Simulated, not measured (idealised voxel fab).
A process module follows: voxel wiring stack.
Section shown: cut. Width: 260 nm. Cell size: 5 nm, square.
We lay out every cross-section as a grid of square cells and spell it out in bands from the top down, where one band means one or more rows of cells. The band entry comprises the height of the band's top followed by the height of its bottom, expressed in nm, and subsequently the band's materials from left to right, each stated together with its width in nm. Where a single material is marked with the word "throughout", that material fills the band from edge to edge. The word "air" represents empty space. Where do heights start? At 0: under that level the wafer as delivered is made of one material only. And the lowest band has no floor; it just carries on downward, as in "from 0 down". The expression "30->40" gives the width at the extremes of the band, the first number at its top row of cells and the second at its bottom row, with the width changing by equal amounts from each row to the next in between. Step note "nothing got changed" = no cross-section cell changed. "Enclosed internal cavities" contains a list of empty spaces, each no smaller than 8 cells and without an open way to the top, written in the form width x height at distance with the distance from the left edge and all three in nm. What comes after the settings on a step's line is commentary from the simulator itself on that step. overlay nm: where the mask lay relative to plan, measured to the right, on steps with a mask; negatives go left.

List of planned process steps
| 1 | RECEIVE [material Si] |
| 2 | CONFORMAL_DEP [material SiO2] [thk nm 15] |
| 3 | CONFORMAL_DEP [material SiN] [thk nm 5] |
| 4 | DIRECTIONAL_DEP [material lowk] [thk nm 15] |
| 5 | MASKED_ETCH [tone open] [mask id METAL_1] [width nm 15] [pitch nm 50] [etch materials lowk] [depth nm 15] [overlay nm 0] |
| 6 | MASKED_ETCH [tone open] [mask id METAL_1] [width nm 25] [pitch nm 50] [etch materials SiN] [depth nm 5] [overlay nm 0] |
| 7 | CONFORMAL_DEP [material TiN] [thk nm 5] |
| 8 | FILL_DEP [material W] [thk nm 10] |
| 9 | CMP [height nm 35] |
| 10 | EPI [material Ru] [thk nm 5] |
| 11 | FILL_DEP [material SiCN] [thk nm 5] |
| 12 | DIRECTIONAL_DEP [material lowk] [thk nm 35] |
| 13 | PATTERN [tone open] [mask id METAL_2_HOLES] [material resist] [width nm 15] [thk nm 15] [overlay nm 0] |
| 14 | DIRECTIONAL_ETCH [etch materials lowk] [depth nm 35] |
| 15 | STRIP [etch materials resist] |
| 16 | DIRECTIONAL_DEP [material aC] [thk nm 15] |
| 17 | PATTERN [tone open] [mask id METAL_2] [material resist] [width nm 25] [pitch nm 50] [thk nm 35] [overlay nm 0] |
| 18 | DIRECTIONAL_ETCH [etch materials aC] [depth nm 15] |
| 19 | STRIP [etch materials resist] |
| 20 | DIRECTIONAL_ETCH [etch materials lowk] [depth nm 20] |
| 21 | DIRECTIONAL_ETCH [etch materials SiCN] [depth nm 5] |
| 22 | STRIP [etch materials aC] |
| 23 | CONFORMAL_DEP [material TiN] [thk nm 5] |
| 24 | FILL_DEP [material Cu] [thk nm 5] |
| 25 | CMP [height nm 80] |
| 26 | CONFORMAL_DEP [material SiCN] [thk nm 5] |
For this document, wafers share an identical start and vary in the step 5 width nm; the plan quotes the first wafer's value.

Cross-sectional view of the first of several wafers in the as-received condition, corresponding to the state following step 1
- from 0 down | Si throughout
- Enclosed internal cavities: none

wafer rows; end of module; cells per material since receipt: (+) gained, (-) lost; then closed voids
width nm 15 | +22 Cu | +10 Ru | +143 SiCN | +46 SiN | +156 SiO2 | +48 TiN | +6 W | +453 lowk | Enclosed internal cavities: none
width nm 20 | +22 Cu | +12 Ru | +141 SiCN | +44 SiN | +156 SiO2 | +50 TiN | +12 W | +447 lowk | Enclosed internal cavities: none
width nm 25 | +22 Cu | +14 Ru | +139 SiCN | +42 SiN | +156 SiO2 | +52 TiN | +18 W | +441 lowk | Enclosed internal cavities: none
width nm 30 | +22 Cu | +16 Ru | +137 SiCN | +42 SiN | +156 SiO2 | +54 TiN | +22 W | +435 lowk | Enclosed internal cavities: none
width nm 35 | +22 Cu | +18 Ru | +135 SiCN | +42 SiN | +156 SiO2 | +56 TiN | +26 W | +429 lowk | Enclosed internal cavities: none
